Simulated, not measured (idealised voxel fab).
This section sets out a process module, namely voxel gate over fins.
The figure presents cross-section cut, which has a width of 270 nm and is divided into square cells with an edge length of 5 nm.
In this document a cross-section is written as a grid of square cells. It is given as a series of bands, listed from the top down, and a band is one or more rows of cells. Band: top height; bottom height; in nm. Then, left to right: material with width in nm, for each material. "everywhere": a single material spanning edge to edge. "air": empty space. Height 0 is the level under which the wafer as received is all one material. The lowest band goes on downwards, as in "0 nm and below". A width such as "30 to 40" changes by the same amount from each row of cells to the next, from the band's top row to its bottom row. Where a step carries "identical to before", the cross-section came out of it unchanged, cell for cell. Enclosed voids (no open way to top), threshold 8 cells or more, entry "Closed voids list", notation width x height at distance, distance from left edge, nm. If you see something after the settings on a step's line, that's the simulator's own remark about that step. Among the settings permitted on a step's line is "overlay nm"; applied to a step with a mask, it specifies the extent to which the mask lay to the right of its planned position, whereas a negative figure signifies a position to the left.

-- The following list gives the planned process steps
1) RECEIVE with material Si
2) CONFORMAL_DEP with material SiN, thk nm 5
3) PATTERN with tone cover, mask id FINS, material resist, width nm 15, pitch nm 40, thk nm 15, overlay nm 0
4) DIRECTIONAL_ETCH with etch materials SiN, depth nm 5
5) DIRECTIONAL_ETCH with etch materials Si, depth nm 30
6) STRIP with etch materials resist
7) OXIDIZE with depth nm 5
8) FILL_DEP with material SiO2, thk nm 10
9) CMP with height nm 5
10) SELECTIVE_ETCH with etch materials SiO2, depth nm 15
11) STRIP with etch materials SiN
12) CONFORMAL_DEP with material HfO2, thk nm 5
13) CONFORMAL_DEP with material TiN, thk nm 5
14) FILL_DEP with material W, thk nm 10
15) CMP with height nm 15
16) CONFORMAL_DEP with material SiN, thk nm 5

-- Received-state cross-section, reflecting completion of step 1
    0 nm and below  Si everywhere
    Closed voids list: none

-- The first of two wafers, cross-sectioned at the end of the module, with the run proceeding as planned
    20 nm to 15 nm  SiN everywhere
    15 nm to 10 nm  W everywhere
    10 nm to 5 nm  W=80; TiN=25; W=15; TiN=25; W=15; TiN=25; W=85
    5 nm to 0 nm  W=80; TiN=5; HfO2=15; TiN=5; W=15; TiN=5; HfO2=15; TiN=5; W=15; TiN=5; HfO2=15; TiN=5; W=85
    0 nm to -5 nm  TiN=85; HfO2=5; Si=5; HfO2=5; TiN=25; HfO2=5; Si=5; HfO2=5; TiN=25; HfO2=5; Si=5; HfO2=5; TiN=90
    -5 nm to -10 nm  HfO2=90; Si=5; HfO2=35; Si=5; HfO2=35; Si=5; HfO2=95
    -10 nm to -35 nm  SiO2=90; Si=5; SiO2=35; Si=5; SiO2=35; Si=5; SiO2=95
    -35 nm and below  Si everywhere
    Closed voids list: none

-- Wafer two, sectioned after the module: the first wafer's start, the first wafer's plan, and one mistake in how it was run
    20 nm to 15 nm  SiN everywhere
    15 nm to 10 nm  W everywhere
    10 nm to 5 nm  W=85; TiN=25; W=15; TiN=25; W=15; TiN=25; W=80
    5 nm to 0 nm  W=85; TiN=5; HfO2=15; TiN=5; W=15; TiN=5; HfO2=15; TiN=5; W=15; TiN=5; HfO2=15; TiN=5; W=80
    0 nm to -5 nm  TiN=90; HfO2=5; Si=5; HfO2=5; TiN=25; HfO2=5; Si=5; HfO2=5; TiN=25; HfO2=5; Si=5; HfO2=5; TiN=85
    -5 nm to -10 nm  HfO2=95; Si=5; HfO2=35; Si=5; HfO2=35; Si=5; HfO2=90
    -10 nm to -35 nm  SiO2=95; Si=5; SiO2=35; Si=5; SiO2=35; Si=5; SiO2=90
    -35 nm and below  Si everywhere
    Closed voids list: none
Finding, execution versus plan: in deviation from the planned setting, step 3 was conducted as PATTERN with tone cover, mask id FINS, material resist, width nm 15, pitch nm 40, thk nm 15, overlay nm 5
So at the finish, the second wafer's got exactly as many cells of each material as the first, just not in the same spots.
